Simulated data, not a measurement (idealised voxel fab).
Title: Process Module voxel quadruple lines
For reference, the cross-section in this document is cut, with width 280 nm and square cells of 5 nm.
Notation: cross-section as square-cell grid; stated in bands, top first, going down; one or more cell rows per band.
Band: top height; bottom height; in nm. Then, left to right: material with width in nm, for each material. "all across": a single material spanning edge to edge. "blank": empty space.
Zero point of the height axis is 0; under it, received wafer = one material. Lowest band: continues down indefinitely, "0 nm and below".
Note: "30..40" means the width goes from the first number (top row of the band) to the second number (bottom row) in equal steps per row of cells.
You'll sometimes find "nothing different" written for a step, and that's the way of saying that nowhere in the cross-section did a cell change during that step.
"Closed internal voids" - sealed voids, min. 8 cells, no opening to top; format: width x height at distance (distance from left edge; nm throughout).
What comes after the settings on a step's line is commentary from the simulator itself on that step.
Regarding "overlay nm": on a step with a mask, it is the distance the mask lay to the right of its planned place; a negative value places it to the left.

So here's the lineup of process steps we planned
step 1: RECEIVE, material Si
step 2: CONFORMAL_DEP, material SiO2, thk nm 5
step 3: DIRECTIONAL_DEP, material W, thk nm 15
step 4: DIRECTIONAL_DEP, material polySi, thk nm 20
step 5: DIRECTIONAL_DEP, material aC, thk nm 20
step 6: PATTERN, tone cover, mask id MANDREL, material resist, width nm 25, thk nm 30, overlay nm 0
step 7: DIRECTIONAL_ETCH, etch materials aC, depth nm 20
step 8: STRIP, etch materials resist
step 9: CONFORMAL_DEP, material SiO2, thk nm 15
step 10: DIRECTIONAL_ETCH, etch materials SiO2, depth nm 15
step 11: STRIP, etch materials aC
step 12: DIRECTIONAL_ETCH, etch materials polySi, depth nm 20
step 13: STRIP, etch materials SiO2
step 14: CONFORMAL_DEP, material SiCN, thk nm 5
step 15: DIRECTIONAL_ETCH, etch materials SiCN, depth nm 5
step 16: STRIP, etch materials polySi
step 17: DIRECTIONAL_ETCH, etch materials W, depth nm 15
step 18: STRIP, etch materials SiCN

The first of two wafers, run as planned

As-received state of the wafer in cross-section, equivalent to post-step 1
- 0 nm and below | Si all across
- Closed internal voids: none

Presented here is a cross-section of the wafer after step 2 has been performed
- 5 nm to 0 nm | SiO2 all across
- At heights below 0, the structure remains unaltered.

Presented here is a cross-section of the wafer after step 3 has been performed
- 20 nm to 5 nm | W all across
- At heights below 5, the structure remains unaltered.

Presented here is a cross-section of the wafer after step 4 has been performed
- 40 nm to 20 nm | polySi all across
- At heights below 20, the structure remains unaltered.

Presented here is a cross-section of the wafer after step 5 has been performed
- 60 nm to 40 nm | aC all across
- At heights below 40, the structure remains unaltered.

Presented here is a cross-section of the wafer after step 6 has been performed
- 90 nm to 60 nm | blank=125, then resist=25, then blank=130
- At heights below 60, the structure remains unaltered.

Presented here is a cross-section of the wafer after step 7 has been performed
- 70 nm to 60 nm | blank=125, then resist=25, then blank=130
- 60 nm to 40 nm | blank=125, then aC=25, then blank=130
- At heights below 40, the structure remains unaltered.

Presented here is a cross-section of the wafer after step 8 has been performed
- 60 nm to 40 nm | blank=125, then aC=25, then blank=130
- At heights below 40, the structure remains unaltered.

Presented here is a cross-section of the wafer after step 9 has been performed
- 75 nm to 60 nm | blank=110, then SiO2=55, then blank=115
- 60 nm to 55 nm | blank=110, then SiO2=15, then aC=25, then SiO2=15, then blank=115
- 55 nm to 40 nm | SiO2=125, then aC=25, then SiO2=130
- At heights below 40, the structure remains unaltered.

Presented here is a cross-section of the wafer after step 10 has been performed
- 60 nm to 40 nm | blank=110, then SiO2=15, then aC=25, then SiO2=15, then blank=115
- At heights below 40, the structure remains unaltered.

Presented here is a cross-section of the wafer after step 11 has been performed
- 60 nm to 40 nm | blank=110, then SiO2=15, then blank=25, then SiO2=15, then blank=115
- At heights below 40, the structure remains unaltered.

Presented here is a cross-section of the wafer after step 12 has been performed
- 60 nm to 40 nm | blank=110, then SiO2=15, then blank=25, then SiO2=15, then blank=115
- 40 nm to 20 nm | blank=110, then polySi=15, then blank=25, then polySi=15, then blank=115
- At heights below 20, the structure remains unaltered.

Presented here is a cross-section of the wafer after step 13 has been performed
- 40 nm to 20 nm | blank=110, then polySi=15, then blank=25, then polySi=15, then blank=115
- At heights below 20, the structure remains unaltered.

Presented here is a cross-section of the wafer after step 14 has been performed
- 45 nm to 40 nm | blank=105, then SiCN=25, then blank=15, then SiCN=25, then blank=110
- 40 nm to 25 nm | blank=105, then SiCN=5, then polySi=15, then SiCN=5, then blank=15, then SiCN=5, then polySi=15, then SiCN=5, then blank=110
- 25 nm to 20 nm | SiCN=110, then polySi=15, then SiCN=25, then polySi=15, then SiCN=115
- At heights below 20, the structure remains unaltered.

Presented here is a cross-section of the wafer after step 15 has been performed
- 40 nm to 20 nm | blank=105, then SiCN=5, then polySi=15, then SiCN=5, then blank=15, then SiCN=5, then polySi=15, then SiCN=5, then blank=110
- At heights below 20, the structure remains unaltered.

Presented here is a cross-section of the wafer after step 16 has been performed
- 40 nm to 20 nm | blank=105, then SiCN=5, then blank=15, then SiCN=5, then blank=15, then SiCN=5, then blank=15, then SiCN=5, then blank=110
- At heights below 20, the structure remains unaltered.

Presented here is a cross-section of the wafer after step 17 has been performed
- 40 nm to 20 nm | blank=105, then SiCN=5, then blank=15, then SiCN=5, then blank=15, then SiCN=5, then blank=15, then SiCN=5, then blank=110
- 20 nm to 5 nm | blank=105, then W=5, then blank=15, then W=5, then blank=15, then W=5, then blank=15, then W=5, then blank=110
- At heights below 5, the structure remains unaltered.

Presented here is a cross-section of the wafer after step 18 has been performed
- 20 nm to 5 nm | blank=105, then W=5, then blank=15, then W=5, then blank=15, then W=5, then blank=15, then W=5, then blank=110
- At heights below 5, the structure remains unaltered.

Wafer two. Same start, same plan, one slip in execution. Same as wafer one through step 8, inclusive

Planned end of step 9: second wafer, cross-section
- 75 nm to 60 nm | blank=110, then W=55, then blank=115
- 60 nm to 55 nm | blank=110, then W=15, then aC=25, then W=15, then blank=115
- 55 nm to 40 nm | W=125, then aC=25, then W=130
- At heights below 40, the structure remains unaltered.

Planned end of step 10: second wafer, cross-section: nothing different

Planned end of step 11: second wafer, cross-section: nothing different

Planned end of step 12: second wafer, cross-section: nothing different

Planned end of step 13: second wafer, cross-section: nothing different

Planned end of step 14: second wafer, cross-section
- 80 nm to 75 nm | blank=105, then SiCN=65, then blank=110
- 75 nm to 60 nm | blank=105, then SiCN=5, then W=55, then SiCN=5, then blank=110
- 60 nm to 55 nm | SiCN=110, then W=15, then aC=25, then W=15, then SiCN=115
- At heights below 55, the structure remains unaltered.

Planned end of step 15: second wafer, cross-section
- 75 nm to 60 nm | blank=105, then SiCN=5, then W=55, then SiCN=5, then blank=110
- 60 nm to 55 nm | blank=105, then SiCN=5, then W=15, then aC=25, then W=15, then SiCN=5, then blank=110
- At heights below 55, the structure remains unaltered.

Planned end of step 16: second wafer, cross-section: nothing different

Planned end of step 17: second wafer, cross-section
- 75 nm to 60 nm | blank=105, then SiCN=5, then blank=55, then SiCN=5, then blank=110
- 60 nm to 55 nm | blank=105, then SiCN=5, then W=15, then aC=25, then W=15, then SiCN=5, then blank=110
- 55 nm to 40 nm | blank=105, then W=20, then aC=25, then W=20, then blank=110
- At heights below 40, the structure remains unaltered.

Planned end of step 18: second wafer, cross-section
- 60 nm to 55 nm | blank=110, then W=15, then aC=25, then W=15, then blank=115
- At heights below 55, the structure remains unaltered.
What broke from the plan during processing? step 9 ran differently from the plan; actual operation with settings: CONFORMAL_DEP, material W, thk nm 15
Final tally in cells, some materials are higher or lower on the second wafer than on the first: W: 186 more; aC: 20 more; polySi: 224 more
